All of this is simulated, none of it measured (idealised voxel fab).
Process module in this document: voxel capacitor over wiring
The cross-section shown here is cut; it is 260 nm wide and divided into square cells measuring 5 nm on a side.
Throughout this document, each cross-section is represented as a grid of square cells and is presented as a sequence of bands enumerated from the top downward, where a band comprises one or more rows of cells. Heads up on the band format: heights come first, top then bottom, in nm. After that it's the materials left to right, each with its width in nm. A single material flagged "throughout" fills the whole band edge to edge, and "air" means there's empty space there. Heights from 0 (as-received wafer is one material below). Bottom band endless downward, as "top 0, no bottom". You'd read "30->40" like this: the band's top row of cells is as wide as the first number, its bottom row is as wide as the second, and going down, every row changes width by the same amount as the row before did. When a step is marked "nothing was modified", none of the cells in the cross-section changed during that step. "Entrapped void list" enumerates empty spaces isolated from the top, with no open way to it, that contain at least 8 cells, giving each as width x height at distance from the left edge, all three in nm. Read whatever lies past the settings on a step's line as the simulator's own remark about the step. The line of a step may include "overlay nm". On a step with a mask, this value is how far to the right of its planned place the mask lay. A negative value means the mask lay to the left.
### The steps planned for the process are as follows
1. RECEIVE, material Si
2. CONFORMAL_DEP, material SiO2, thk nm 15
3. DIRECTIONAL_DEP, material TiN, thk nm 5
4. DIRECTIONAL_DEP, material W, thk nm 25
5. DIRECTIONAL_DEP, material aC, thk nm 10
6. PATTERN, tone cover, mask id METAL_1, material resist, width nm 20, pitch nm 85, thk nm 25, overlay nm 0
7. DIRECTIONAL_ETCH, etch materials aC, depth nm 10
8. STRIP, etch materials resist
9. DIRECTIONAL_ETCH, etch materials W, depth nm 25
10. DIRECTIONAL_ETCH, etch materials TiN, depth nm 5
11. STRIP, etch materials aC
12. CONFORMAL_DEP, material SiN, thk nm 5
13. FILL_DEP, material SiO2, thk nm 5
14. CMP, height nm 45
15. CONFORMAL_DEP, material SiCN, thk nm 5
16. DIRECTIONAL_DEP, material lowk, thk nm 10
17. MASKED_ETCH, tone open, mask id PLUG_1, width nm 15, etch materials lowk, depth nm 10, overlay nm 0
18. MASKED_ETCH, tone open, mask id PLUG_1, width nm 15, etch materials SiCN, depth nm 5, overlay nm 0
19. CONFORMAL_DEP, material TiN, thk nm 5
20. FILL_DEP, material Cu, thk nm 10
21. CMP, height nm 60
22. DIRECTIONAL_DEP, material TiN, thk nm 10
23. DIRECTIONAL_DEP, material HfO2, thk nm 5
24. DIRECTIONAL_DEP, material TiN, thk nm 5
25. DIRECTIONAL_DEP, material aC, thk nm 15
26. PATTERN, tone cover, mask id UPPER_PLATE, material resist, width nm 70, thk nm 35, overlay nm 0
27. DIRECTIONAL_ETCH, etch materials aC, depth nm 15
28. STRIP, etch materials resist
29. DIRECTIONAL_ETCH, etch materials TiN, depth nm 5
30. DIRECTIONAL_ETCH, etch materials HfO2, depth nm 5
31. STRIP, etch materials aC
32. MASKED_ETCH, tone cover, mask id LOWER_PLATE, width nm 80, etch materials TiN, depth nm 10, overlay nm 0
33. FILL_DEP, material SiO2, thk nm 20
34. CMP, height nm 95
35. PATTERN, tone open, mask id PLUG_2, material resist, width nm 15, thk nm 15, overlay nm 0
36. DIRECTIONAL_ETCH, etch materials SiO2, depth nm 15
37. STRIP, etch materials resist
38. CONFORMAL_DEP, material TiN, thk nm 5
39. FILL_DEP, material Cu, thk nm 5
40. CMP, height nm 95
41. CONFORMAL_DEP, material SiN, thk nm 5
### On the first of the two wafers: run conducted according to plan
### So this is the incoming wafer in cross-section - it's already been through step 1
- top 0, no bottom | Si throughout
- Entrapped void list: none
### Cross-section of the wafer subsequent to step 2
- top 15, bottom 0 | SiO2 throughout
- Everything under 0 stays put, no change at all.
### Cross-section of the wafer subsequent to step 3
- top 20, bottom 15 | TiN throughout
- Everything under 15 stays put, no change at all.
### Cross-section of the wafer subsequent to step 4
- top 45, bottom 20 | W throughout
- Everything under 20 stays put, no change at all.
### Cross-section of the wafer subsequent to step 5
- top 55, bottom 45 | aC throughout
- Everything under 45 stays put, no change at all.
### Cross-section of the wafer subsequent to step 6
- top 80, bottom 55 | air 75 nm  resist 20 nm  air 65 nm  resist 20 nm  air 80 nm
- Everything under 55 stays put, no change at all.
### Cross-section of the wafer subsequent to step 7
- top 70, bottom 55 | air 75 nm  resist 20 nm  air 65 nm  resist 20 nm  air 80 nm
- top 55, bottom 45 | air 75 nm  aC 20 nm  air 65 nm  aC 20 nm  air 80 nm
- Everything under 45 stays put, no change at all.
### Cross-section of the wafer subsequent to step 8
- top 55, bottom 45 | air 75 nm  aC 20 nm  air 65 nm  aC 20 nm  air 80 nm
- Everything under 45 stays put, no change at all.
### Cross-section of the wafer subsequent to step 9
- top 55, bottom 45 | air 75 nm  aC 20 nm  air 65 nm  aC 20 nm  air 80 nm
- top 45, bottom 20 | air 75 nm  W 20 nm  air 65 nm  W 20 nm  air 80 nm
- Everything under 20 stays put, no change at all.
### Cross-section of the wafer subsequent to step 10
- top 55, bottom 45 | air 75 nm  aC 20 nm  air 65 nm  aC 20 nm  air 80 nm
- top 45, bottom 20 | air 75 nm  W 20 nm  air 65 nm  W 20 nm  air 80 nm
- top 20, bottom 15 | air 75 nm  TiN 20 nm  air 65 nm  TiN 20 nm  air 80 nm
- Everything under 15 stays put, no change at all.
### Cross-section of the wafer subsequent to step 11
- top 45, bottom 20 | air 75 nm  W 20 nm  air 65 nm  W 20 nm  air 80 nm
- Everything under 20 stays put, no change at all.
### Cross-section of the wafer subsequent to step 12
- top 50, bottom 45 | air 70 nm  SiN 30 nm  air 55 nm  SiN 30 nm  air 75 nm
- top 45, bottom 20 | air 70 nm  SiN 5 nm  W 20 nm  SiN 5 nm  air 55 nm  SiN 5 nm  W 20 nm  SiN 5 nm  air 75 nm
- top 20, bottom 15 | SiN 75 nm  TiN 20 nm  SiN 65 nm  TiN 20 nm  SiN 80 nm
- Everything under 15 stays put, no change at all.
### Cross-section of the wafer subsequent to step 13
- top 55, bottom 50 | SiO2 throughout
- top 50, bottom 45 | SiO2 70 nm  SiN 30 nm  SiO2 55 nm  SiN 30 nm  SiO2 75 nm
- top 45, bottom 20 | SiO2 70 nm  SiN 5 nm  W 20 nm  SiN 5 nm  SiO2 55 nm  SiN 5 nm  W 20 nm  SiN 5 nm  SiO2 75 nm
- Everything under 20 stays put, no change at all.
### Cross-section of the wafer subsequent to step 14
- top 45, bottom 20 | SiO2 70 nm  SiN 5 nm  W 20 nm  SiN 5 nm  SiO2 55 nm  SiN 5 nm  W 20 nm  SiN 5 nm  SiO2 75 nm
- Everything under 20 stays put, no change at all.
### Cross-section of the wafer subsequent to step 15
- top 50, bottom 45 | SiCN throughout
- Everything under 45 stays put, no change at all.
### Cross-section of the wafer subsequent to step 16
- top 60, bottom 50 | lowk throughout
- Everything under 50 stays put, no change at all.
### Cross-section of the wafer subsequent to step 17
- top 60, bottom 50 | lowk 80 nm  air 15 nm  lowk 165 nm
- Everything under 50 stays put, no change at all.
### Cross-section of the wafer subsequent to step 18
- top 60, bottom 50 | lowk 80 nm  air 15 nm  lowk 165 nm
- top 50, bottom 45 | SiCN 80 nm  air 15 nm  SiCN 165 nm
- Everything under 45 stays put, no change at all.
### Cross-section of the wafer subsequent to step 19
- top 65, bottom 60 | TiN 85 nm  air 5 nm  TiN 170 nm
- top 60, bottom 50 | lowk 80 nm  TiN 5 nm  air 5 nm  TiN 5 nm  lowk 165 nm
- top 50, bottom 45 | SiCN 80 nm  TiN 15 nm  SiCN 165 nm
- Everything under 45 stays put, no change at all.
### Cross-section of the wafer subsequent to step 20
- top 75, bottom 65 | Cu throughout
- top 65, bottom 60 | TiN 85 nm  Cu 5 nm  TiN 170 nm
- top 60, bottom 50 | lowk 80 nm  TiN 5 nm  Cu 5 nm  TiN 5 nm  lowk 165 nm
- Everything under 50 stays put, no change at all.
### Cross-section of the wafer subsequent to step 21
- top 60, bottom 50 | lowk 80 nm  TiN 5 nm  Cu 5 nm  TiN 5 nm  lowk 165 nm
- Everything under 50 stays put, no change at all.
### Cross-section of the wafer subsequent to step 22
- top 70, bottom 60 | TiN throughout
- Everything under 60 stays put, no change at all.
### Cross-section of the wafer subsequent to step 23
- top 75, bottom 70 | HfO2 throughout
- Everything under 70 stays put, no change at all.
### Cross-section of the wafer subsequent to step 24
- top 80, bottom 75 | TiN throughout
- Everything under 75 stays put, no change at all.
### Cross-section of the wafer subsequent to step 25
- top 95, bottom 80 | aC throughout
- Everything under 80 stays put, no change at all.
### Cross-section of the wafer subsequent to step 26
- top 130, bottom 95 | air 80 nm  resist 70 nm  air 110 nm
- Everything under 95 stays put, no change at all.
### Cross-section of the wafer subsequent to step 27
- top 115, bottom 95 | air 80 nm  resist 70 nm  air 110 nm
- top 95, bottom 80 | air 80 nm  aC 70 nm  air 110 nm
- Everything under 80 stays put, no change at all.
### Cross-section of the wafer subsequent to step 28
- top 95, bottom 80 | air 80 nm  aC 70 nm  air 110 nm
- Everything under 80 stays put, no change at all.
### Cross-section of the wafer subsequent to step 29
- top 95, bottom 80 | air 80 nm  aC 70 nm  air 110 nm
- top 80, bottom 75 | air 80 nm  TiN 70 nm  air 110 nm
- Everything under 75 stays put, no change at all.
### Cross-section of the wafer subsequent to step 30
- top 95, bottom 80 | air 80 nm  aC 70 nm  air 110 nm
- top 80, bottom 75 | air 80 nm  TiN 70 nm  air 110 nm
- top 75, bottom 70 | air 80 nm  HfO2 70 nm  air 110 nm
- Everything under 70 stays put, no change at all.
### Cross-section of the wafer subsequent to step 31
- top 80, bottom 75 | air 80 nm  TiN 70 nm  air 110 nm
- Everything under 75 stays put, no change at all.
### Cross-section of the wafer subsequent to step 32
- top 80, bottom 75 | air 80 nm  TiN 70 nm  air 110 nm
- top 75, bottom 70 | air 80 nm  HfO2 70 nm  air 110 nm
- top 70, bottom 60 | air 75 nm  TiN 80 nm  air 105 nm
- Everything under 60 stays put, no change at all.
### Cross-section of the wafer subsequent to step 33
- top 100, bottom 80 | SiO2 throughout
- top 80, bottom 75 | SiO2 80 nm  TiN 70 nm  SiO2 110 nm
- top 75, bottom 70 | SiO2 80 nm  HfO2 70 nm  SiO2 110 nm
- top 70, bottom 60 | SiO2 75 nm  TiN 80 nm  SiO2 105 nm
- Everything under 60 stays put, no change at all.
### Cross-section of the wafer subsequent to step 34
- top 95, bottom 80 | SiO2 throughout
- Everything under 80 stays put, no change at all.
### Cross-section of the wafer subsequent to step 35
- top 110, bottom 95 | resist 90 nm  air 15 nm  resist 155 nm
- Everything under 95 stays put, no change at all.
### Cross-section of the wafer subsequent to step 36
- top 110, bottom 95 | resist 90 nm  air 15 nm  resist 155 nm
- top 95, bottom 80 | SiO2 90 nm  air 15 nm  SiO2 155 nm
- Everything under 80 stays put, no change at all.
### Cross-section of the wafer subsequent to step 37
- top 95, bottom 80 | SiO2 90 nm  air 15 nm  SiO2 155 nm
- Everything under 80 stays put, no change at all.
### Cross-section of the wafer subsequent to step 38
- top 100, bottom 95 | TiN 95 nm  air 5 nm  TiN 160 nm
- top 95, bottom 85 | SiO2 90 nm  TiN 5 nm  air 5 nm  TiN 5 nm  SiO2 155 nm
- top 85, bottom 75 | SiO2 90->80 nm  TiN 15->70 nm  SiO2 155->110 nm
- Everything under 75 stays put, no change at all.
### Cross-section of the wafer subsequent to step 39
- top 105, bottom 100 | Cu throughout
- top 100, bottom 95 | TiN 95 nm  Cu 5 nm  TiN 160 nm
- top 95, bottom 85 | SiO2 90 nm  TiN 5 nm  Cu 5 nm  TiN 5 nm  SiO2 155 nm
- Everything under 85 stays put, no change at all.
### Cross-section of the wafer subsequent to step 40
- top 95, bottom 85 | SiO2 90 nm  TiN 5 nm  Cu 5 nm  TiN 5 nm  SiO2 155 nm
- Everything under 85 stays put, no change at all.
### Cross-section of the wafer subsequent to step 41
- top 100, bottom 95 | SiN throughout
- Everything under 95 stays put, no change at all.
### Second Wafer (Identical Start and Plan, One Processing Error; Matches First Wafer Through Step 22)
### What the second wafer looks like in cross-section when step 23 should have wrapped up
- top 75, bottom 60 | TiN throughout
- Everything under 60 stays put, no change at all.
### What the second wafer looks like in cross-section when step 24 should have wrapped up
- top 80, bottom 75 | HfO2 throughout
- Everything under 75 stays put, no change at all.
### What the second wafer looks like in cross-section when step 25 should have wrapped up
- top 95, bottom 80 | aC throughout
- Everything under 80 stays put, no change at all.
### What the second wafer looks like in cross-section when step 26 should have wrapped up
- top 130, bottom 95 | air 80 nm  resist 70 nm  air 110 nm
- Everything under 95 stays put, no change at all.
### What the second wafer looks like in cross-section when step 27 should have wrapped up
- top 115, bottom 95 | air 80 nm  resist 70 nm  air 110 nm
- top 95, bottom 80 | air 80 nm  aC 70 nm  air 110 nm
- Everything under 80 stays put, no change at all.
### What the second wafer looks like in cross-section when step 28 should have wrapped up
- top 95, bottom 80 | air 80 nm  aC 70 nm  air 110 nm
- Everything under 80 stays put, no change at all.
What the second wafer looks like in cross-section when step 29 should have wrapped up: nothing was modified
### What the second wafer looks like in cross-section when step 30 should have wrapped up
- top 95, bottom 80 | air 80 nm  aC 70 nm  air 110 nm
- top 80, bottom 75 | air 80 nm  HfO2 70 nm  air 110 nm
- Everything under 75 stays put, no change at all.
### What the second wafer looks like in cross-section when step 31 should have wrapped up
- top 80, bottom 75 | air 80 nm  HfO2 70 nm  air 110 nm
- Everything under 75 stays put, no change at all.
### What the second wafer looks like in cross-section when step 32 should have wrapped up
- top 80, bottom 75 | air 80 nm  HfO2 70 nm  air 110 nm
- top 75, bottom 65 | air 75 nm  TiN 80 nm  air 105 nm
- Everything under 65 stays put, no change at all.
### What the second wafer looks like in cross-section when step 33 should have wrapped up
- top 100, bottom 80 | SiO2 throughout
- top 80, bottom 75 | SiO2 80 nm  HfO2 70 nm  SiO2 110 nm
- top 75, bottom 65 | SiO2 75 nm  TiN 80 nm  SiO2 105 nm
- Everything under 65 stays put, no change at all.
### What the second wafer looks like in cross-section when step 34 should have wrapped up
- top 95, bottom 80 | SiO2 throughout
- Everything under 80 stays put, no change at all.
### What the second wafer looks like in cross-section when step 35 should have wrapped up
- top 110, bottom 95 | resist 90 nm  air 15 nm  resist 155 nm
- Everything under 95 stays put, no change at all.
### What the second wafer looks like in cross-section when step 36 should have wrapped up
- top 110, bottom 95 | resist 90 nm  air 15 nm  resist 155 nm
- top 95, bottom 80 | SiO2 90 nm  air 15 nm  SiO2 155 nm
- Everything under 80 stays put, no change at all.
### What the second wafer looks like in cross-section when step 37 should have wrapped up
- top 95, bottom 80 | SiO2 90 nm  air 15 nm  SiO2 155 nm
- Everything under 80 stays put, no change at all.
### What the second wafer looks like in cross-section when step 38 should have wrapped up
- top 100, bottom 95 | TiN 95 nm  air 5 nm  TiN 160 nm
- top 95, bottom 85 | SiO2 90 nm  TiN 5 nm  air 5 nm  TiN 5 nm  SiO2 155 nm
- top 85, bottom 80 | SiO2 90 nm  TiN 15 nm  SiO2 155 nm
- Everything under 80 stays put, no change at all.
### What the second wafer looks like in cross-section when step 39 should have wrapped up
- top 105, bottom 100 | Cu throughout
- top 100, bottom 95 | TiN 95 nm  Cu 5 nm  TiN 160 nm
- top 95, bottom 85 | SiO2 90 nm  TiN 5 nm  Cu 5 nm  TiN 5 nm  SiO2 155 nm
- Everything under 85 stays put, no change at all.
### What the second wafer looks like in cross-section when step 40 should have wrapped up
- top 95, bottom 85 | SiO2 90 nm  TiN 5 nm  Cu 5 nm  TiN 5 nm  SiO2 155 nm
- Everything under 85 stays put, no change at all.
### What the second wafer looks like in cross-section when step 41 should have wrapped up
- top 100, bottom 95 | SiN throughout
- Everything under 95 stays put, no change at all.
Heads up, the wafer didn't run the way we planned it: steps 23 and 24 swapped
At the finish, the second wafer shows more or fewer cells for some materials than the first does: SiO2 -38, TiN +38
